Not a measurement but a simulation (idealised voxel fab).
A process module follows: voxel wiring stack.
Cross-section cut: width 275 nm, square cells of 5 nm.
Heads up, the way a cross-section reads in here is a grid of square cells, handed over as bands from the top down, with every band being one or more rows of cells.
Per band: top height and bottom height in nm, followed by the left-to-right materials and their widths in nm; "everywhere" marks a single material spanning edge to edge, "empty" marks empty space.
Note: height 0 marks the level under which the wafer is uniformly one material as received. Lowest band unbounded below, written "from 0 down".
Width "30..40": first value at the band's top row of cells, second value at its bottom row, equal change from row to row.
Where the words "nothing changed" appear for a step, the cross-section shows no cell changed by that step; every cell remained as before.
Heads up: "Voids, fully enclosed" only lists the empty pockets with no open path to the top that are 8 cells or more, and it writes them as width x height at distance, distance from the left edge, in nm.
That trailing text on a step's line, after the settings, is the simulator's own remark on the step.
overlay nm: for a step with a mask, the amount by which the mask lay right of where it was planned; a negative amount means left of it.
[Set out below are the planned steps of the process]
step 1: RECEIVE [material Si]
step 2: CONFORMAL_DEP [material SiO2] [thk nm 10]
step 3: CONFORMAL_DEP [material SiN] [thk nm 5]
step 4: DIRECTIONAL_DEP [material lowk] [thk nm 15]
step 5: MASKED_ETCH [tone open] [mask id METAL_1] [width nm 30] [pitch nm 60] [etch materials lowk] [depth nm 15] [overlay nm 0]
step 6: MASKED_ETCH [tone open] [mask id METAL_1] [width nm 30] [pitch nm 60] [etch materials SiN] [depth nm 5] [overlay nm 0]
step 7: CONFORMAL_DEP [material TiN] [thk nm 5]
step 8: FILL_DEP [material W] [thk nm 10]
step 9: CMP [height nm 30]
step 10: CONFORMAL_DEP [material SiCN] [thk nm 5]
step 11: DIRECTIONAL_DEP [material lowk] [thk nm 10]
step 12: DIRECTIONAL_DEP [material aC] [thk nm 15]
step 13: PATTERN [tone open] [mask id PLUG_1] [material resist] [width nm 15] [pitch nm 120] [thk nm 35] [overlay nm 0]
step 14: DIRECTIONAL_ETCH [etch materials aC] [depth nm 15]
step 15: STRIP [etch materials resist]
step 16: DIRECTIONAL_ETCH [etch materials lowk] [depth nm 10]
step 17: DIRECTIONAL_ETCH [etch materials SiCN] [depth nm 5]
step 18: STRIP [etch materials aC]
step 19: CONFORMAL_DEP [material TiN] [thk nm 5]
step 20: FILL_DEP [material Ru] [thk nm 5]
step 21: CMP [height nm 45]
step 22: DIRECTIONAL_DEP [material TiN] [thk nm 5]
step 23: DIRECTIONAL_DEP [material W] [thk nm 15]
step 24: MASKED_ETCH [tone cover] [mask id METAL_2] [width nm 30] [pitch nm 60] [etch materials W] [depth nm 15] [overlay nm 0]
step 25: MASKED_ETCH [tone cover] [mask id METAL_2] [width nm 30] [pitch nm 60] [etch materials TiN] [depth nm 5] [overlay nm 0]
step 26: CONFORMAL_DEP [material SiCN] [thk nm 5]
step 27: FILL_DEP [material SiO2] [thk nm 5]
step 28: CMP [height nm 65]
step 29: CONFORMAL_DEP [material SiCN] [thk nm 5]
step 30: DIRECTIONAL_DEP [material SiO2] [thk nm 25]
step 31: DIRECTIONAL_DEP [material aC] [thk nm 15]
step 32: PATTERN [tone open] [mask id METAL_3_HOLES] [material resist] [width nm 15] [pitch nm 60] [thk nm 35] [overlay nm 0]
step 33: DIRECTIONAL_ETCH [etch materials aC] [depth nm 15]
step 34: STRIP [etch materials resist]
step 35: DIRECTIONAL_ETCH [etch materials SiO2] [depth nm 25]
step 36: STRIP [etch materials aC]
step 37: DIRECTIONAL_DEP [material aC] [thk nm 10]
step 38: PATTERN [tone open] [mask id METAL_3] [material resist] [width nm 30] [pitch nm 60] [thk nm 30] [overlay nm 0]
step 39: DIRECTIONAL_ETCH [etch materials aC] [depth nm 10]
step 40: STRIP [etch materials resist]
step 41: DIRECTIONAL_ETCH [etch materials SiO2] [depth nm 15]
step 42: DIRECTIONAL_ETCH [etch materials SiCN] [depth nm 5]
step 43: STRIP [etch materials aC]
step 44: CONFORMAL_DEP [material TiN] [thk nm 5]
step 45: FILL_DEP [material Cu] [thk nm 5]
step 46: CMP [height nm 95]
step 47: CONFORMAL_DEP [material SiCN] [thk nm 5]
[as received, after step 1]
    from 0 down | Si everywhere
    Voids, fully enclosed: none
[Same starting wafer, same plan as above, one mistake in the execution; this is the cross-section at the end of the module]
    from 100 to 95 | SiCN everywhere
    from 95 to 85 | SiO2 (30) | TiN (5) | Cu (20) | TiN (5) | SiO2 (30) | TiN (5) | Cu (20) | TiN (5) | SiO2 (30) | TiN (5) | Cu (20) | TiN (5) | SiO2 (30) | TiN (5) | Cu (20) | TiN (5) | SiO2 (35)
    from 85 to 80 | SiO2 (30) | TiN (5) | Cu (5) | TiN (20) | SiO2 (30) | TiN (5) | Cu (5) | TiN (20) | SiO2 (30) | TiN (5) | Cu (5) | TiN (20) | SiO2 (30) | TiN (5) | Cu (5) | TiN (20) | SiO2 (35)
    from 80 to 70 | SiO2 (30) | TiN (5) | Cu (5) | TiN (5) | SiO2 (45) | TiN (5) | Cu (5) | TiN (5) | SiO2 (45) | TiN (5) | Cu (5) | TiN (5) | SiO2 (45) | TiN (5) | Cu (5) | TiN (5) | SiO2 (50)
    from 70 to 65 | SiCN (30) | TiN (15) | SiCN (45) | TiN (15) | SiCN (45) | TiN (15) | SiCN (45) | TiN (15) | SiCN (50)
    from 65 to 50 | SiO2 (25) | SiCN (5) | W (30) | SiCN (5) | SiO2 (20) | SiCN (5) | W (30) | SiCN (5) | SiO2 (20) | SiCN (5) | W (30) | SiCN (5) | SiO2 (20) | SiCN (5) | W (30) | SiCN (5) | SiO2 (30)
    from 50 to 45 | SiCN (30) | TiN (30) | SiCN (30) | TiN (30) | SiCN (30) | TiN (30) | SiCN (30) | TiN (30) | SiCN (35)
    from 45 to 35 | lowk (30) | TiN (5) | Ru (5) | TiN (5) | lowk (105) | TiN (5) | Ru (5) | TiN (5) | lowk (110)
    from 35 to 30 | SiCN (30) | TiN (15) | SiCN (105) | TiN (15) | SiCN (110)
    from 30 to 15 | lowk (30) | SiN (5) | W (20) | SiN (5) | lowk (30) | SiN (5) | W (20) | SiN (5) | lowk (30) | SiN (5) | W (20) | SiN (5) | lowk (30) | SiN (5) | W (20) | SiN (5) | lowk (35)
    from 15 to 10 | SiN everywhere
    from 10 to 0 | SiO2 everywhere
    from 0 down | Si everywhere
    Voids, fully enclosed: none
The plan and the run diverged here: not per plan at step 7, really ran CONFORMAL_DEP [material SiN] [thk nm 5]
